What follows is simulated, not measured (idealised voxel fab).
Presented below is a process module, voxel trench capacitor.
cross-section cut | 225 nm wide | cells 5 nm
Just so we're on the same page, the cross-sections are grids of square cells, and they're listed out in bands top to bottom, each band one or more rows deep.
Heads up on the band format: heights come first, top then bottom, in nm. After that it's the materials left to right, each with its width in nm. A single material flagged "throughout" fills the whole band edge to edge, and "air" means there's empty space there.
Height datum 0, below which the as-received substrate wafer is one material. Lowest band open at the bottom, running downward: "0 and below".
Quick explanation for "30..40": the width changes in equal steps down the rows of cells, from the first number in the band's top row to the second number in its bottom row.
Step note "remained unchanged" = no cross-section cell changed.
So "Enclosed void listing" is basically the list of trapped voids: any empty space of 8 cells or more that can't reach the top through an opening. They're written width x height at distance, the distance being from the left edge, and it's all nm.
Read whatever lies past the settings on a step's line as the simulator's own remark about the step.
"overlay nm" denotes, for a step that has a mask, the displacement of the mask to the right of its planned place, with negative values corresponding to the left.
Process steps (planned)
step 1: RECEIVE, material Si
step 2: CONFORMAL_DEP, material SiN, thk nm 10
step 3: PATTERN, tone open, mask id TRENCH, material resist, width nm 25, pitch nm 50, thk nm 20, overlay nm 0
step 4: DIRECTIONAL_ETCH, etch materials SiN, depth nm 10
step 5: DIRECTIONAL_ETCH, etch materials Si, depth nm 30
step 6: STRIP, etch materials resist
step 7: CONFORMAL_DEP, material Al2O3, thk nm 5
step 8: FILL_DEP, material polySi, thk nm 10
step 9: CMP, height nm 10
Concerning the first of two wafers, which was run in accordance with the plan
Wafer as received: cross-section following step 1
	0 and below | Si throughout
	Enclosed void listing: none
Wafer after step 2 (cross-section)
	10 down to 0 | SiN throughout
	Nothing below the height 0 has changed.
Wafer after step 3 (cross-section)
	30 down to 10 | resist: 50, then air: 25, then resist: 25, then air: 25, then resist: 25, then air: 25, then resist: 50
	Nothing below the height 10 has changed.
Wafer after step 4 (cross-section)
	30 down to 10 | resist: 50, then air: 25, then resist: 25, then air: 25, then resist: 25, then air: 25, then resist: 50
	10 down to 0 | SiN: 50, then air: 25, then SiN: 25, then air: 25, then SiN: 25, then air: 25, then SiN: 50
	Nothing below the height 0 has changed.
Wafer after step 5 (cross-section)
	30 down to 10 | resist: 50, then air: 25, then resist: 25, then air: 25, then resist: 25, then air: 25, then resist: 50
	10 down to 0 | SiN: 50, then air: 25, then SiN: 25, then air: 25, then SiN: 25, then air: 25, then SiN: 50
	0 down to -30 | Si: 50, then air: 25, then Si: 25, then air: 25, then Si: 25, then air: 25, then Si: 50
	Nothing below the height -30 has changed.
Wafer after step 6 (cross-section)
	10 down to 0 | SiN: 50, then air: 25, then SiN: 25, then air: 25, then SiN: 25, then air: 25, then SiN: 50
	Nothing below the height 0 has changed.
Wafer after step 7 (cross-section)
	15 down to 10 | Al2O3: 55, then air: 15, then Al2O3: 35, then air: 15, then Al2O3: 35, then air: 15, then Al2O3: 55
	10 down to 0 | SiN: 50, then Al2O3: 5, then air: 15, then Al2O3: 5, then SiN: 25, then Al2O3: 5, then air: 15, then Al2O3: 5, then SiN: 25, then Al2O3: 5, then air: 15, then Al2O3: 5, then SiN: 50
	0 down to -25 | Si: 50, then Al2O3: 5, then air: 15, then Al2O3: 5, then Si: 25, then Al2O3: 5, then air: 15, then Al2O3: 5, then Si: 25, then Al2O3: 5, then air: 15, then Al2O3: 5, then Si: 50
	-25 down to -30 | Si: 50, then Al2O3: 25, then Si: 25, then Al2O3: 25, then Si: 25, then Al2O3: 25, then Si: 50
	Nothing below the height -30 has changed.
Wafer after step 8 (cross-section)
	25 down to 15 | polySi throughout
	15 down to 10 | Al2O3: 55, then polySi: 15, then Al2O3: 35, then polySi: 15, then Al2O3: 35, then polySi: 15, then Al2O3: 55
	10 down to 0 | SiN: 50, then Al2O3: 5, then polySi: 15, then Al2O3: 5, then SiN: 25, then Al2O3: 5, then polySi: 15, then Al2O3: 5, then SiN: 25, then Al2O3: 5, then polySi: 15, then Al2O3: 5, then SiN: 50
	0 down to -25 | Si: 50, then Al2O3: 5, then polySi: 15, then Al2O3: 5, then Si: 25, then Al2O3: 5, then polySi: 15, then Al2O3: 5, then Si: 25, then Al2O3: 5, then polySi: 15, then Al2O3: 5, then Si: 50
	Nothing below the height -25 has changed.
Wafer after step 9 (cross-section)
	10 down to 0 | SiN: 50, then Al2O3: 5, then polySi: 15, then Al2O3: 5, then SiN: 25, then Al2O3: 5, then polySi: 15, then Al2O3: 5, then SiN: 25, then Al2O3: 5, then polySi: 15, then Al2O3: 5, then SiN: 50
	Nothing below the height 0 has changed.
Wafer two of the pair: same origin, same plan, one error during the run; identical to wafer one up to and including step 2
What the second wafer looks like in cross-section when step 3 should have wrapped up
	30 down to 10 | air: 50, then resist: 25, then air: 25, then resist: 25, then air: 25, then resist: 25, then air: 50
	Nothing below the height 10 has changed.
What the second wafer looks like in cross-section when step 4 should have wrapped up
	30 down to 10 | air: 50, then resist: 25, then air: 25, then resist: 25, then air: 25, then resist: 25, then air: 50
	10 down to 0 | air: 50, then SiN: 25, then air: 25, then SiN: 25, then air: 25, then SiN: 25, then air: 50
	Nothing below the height 0 has changed.
What the second wafer looks like in cross-section when step 5 should have wrapped up
	30 down to 10 | air: 50, then resist: 25, then air: 25, then resist: 25, then air: 25, then resist: 25, then air: 50
	10 down to 0 | air: 50, then SiN: 25, then air: 25, then SiN: 25, then air: 25, then SiN: 25, then air: 50
	0 down to -30 | air: 50, then Si: 25, then air: 25, then Si: 25, then air: 25, then Si: 25, then air: 50
	Nothing below the height -30 has changed.
What the second wafer looks like in cross-section when step 6 should have wrapped up
	10 down to 0 | air: 50, then SiN: 25, then air: 25, then SiN: 25, then air: 25, then SiN: 25, then air: 50
	Nothing below the height 0 has changed.
What the second wafer looks like in cross-section when step 7 should have wrapped up
	15 down to 10 | air: 45, then Al2O3: 35, then air: 15, then Al2O3: 35, then air: 15, then Al2O3: 35, then air: 45
	10 down to 0 | air: 45, then Al2O3: 5, then SiN: 25, then Al2O3: 5, then air: 15, then Al2O3: 5, then SiN: 25, then Al2O3: 5, then air: 15, then Al2O3: 5, then SiN: 25, then Al2O3: 5, then air: 45
	0 down to -25 | air: 45, then Al2O3: 5, then Si: 25, then Al2O3: 5, then air: 15, then Al2O3: 5, then Si: 25, then Al2O3: 5, then air: 15, then Al2O3: 5, then Si: 25, then Al2O3: 5, then air: 45
	-25 down to -30 | Al2O3: 50, then Si: 25, then Al2O3: 25, then Si: 25, then Al2O3: 25, then Si: 25, then Al2O3: 50
	Nothing below the height -30 has changed.
What the second wafer looks like in cross-section when step 8 should have wrapped up
	25 down to 15 | polySi throughout
	15 down to 10 | polySi: 45, then Al2O3: 35, then polySi: 15, then Al2O3: 35, then polySi: 15, then Al2O3: 35, then polySi: 45
	10 down to 0 | polySi: 45, then Al2O3: 5, then SiN: 25, then Al2O3: 5, then polySi: 15, then Al2O3: 5, then SiN: 25, then Al2O3: 5, then polySi: 15, then Al2O3: 5, then SiN: 25, then Al2O3: 5, then polySi: 45
	0 down to -25 | polySi: 45, then Al2O3: 5, then Si: 25, then Al2O3: 5, then polySi: 15, then Al2O3: 5, then Si: 25, then Al2O3: 5, then polySi: 15, then Al2O3: 5, then Si: 25, then Al2O3: 5, then polySi: 45
	Nothing below the height -25 has changed.
What the second wafer looks like in cross-section when step 9 should have wrapped up
	10 down to 0 | polySi: 45, then Al2O3: 5, then SiN: 25, then Al2O3: 5, then polySi: 15, then Al2O3: 5, then SiN: 25, then Al2O3: 5, then polySi: 15, then Al2O3: 5, then SiN: 25, then Al2O3: 5, then polySi: 45
	Nothing below the height 0 has changed.
what went wrong: in deviation from the planned setting, step 3 was conducted as PATTERN, tone cover, mask id TRENCH, material resist, width nm 25, pitch nm 50, thk nm 20, overlay nm 0
Final difference in cells, second wafer against first, listed per material as more or fewer: 15 more of Al2O3, 90 fewer of Si, 30 fewer of SiN, 105 more of polySi
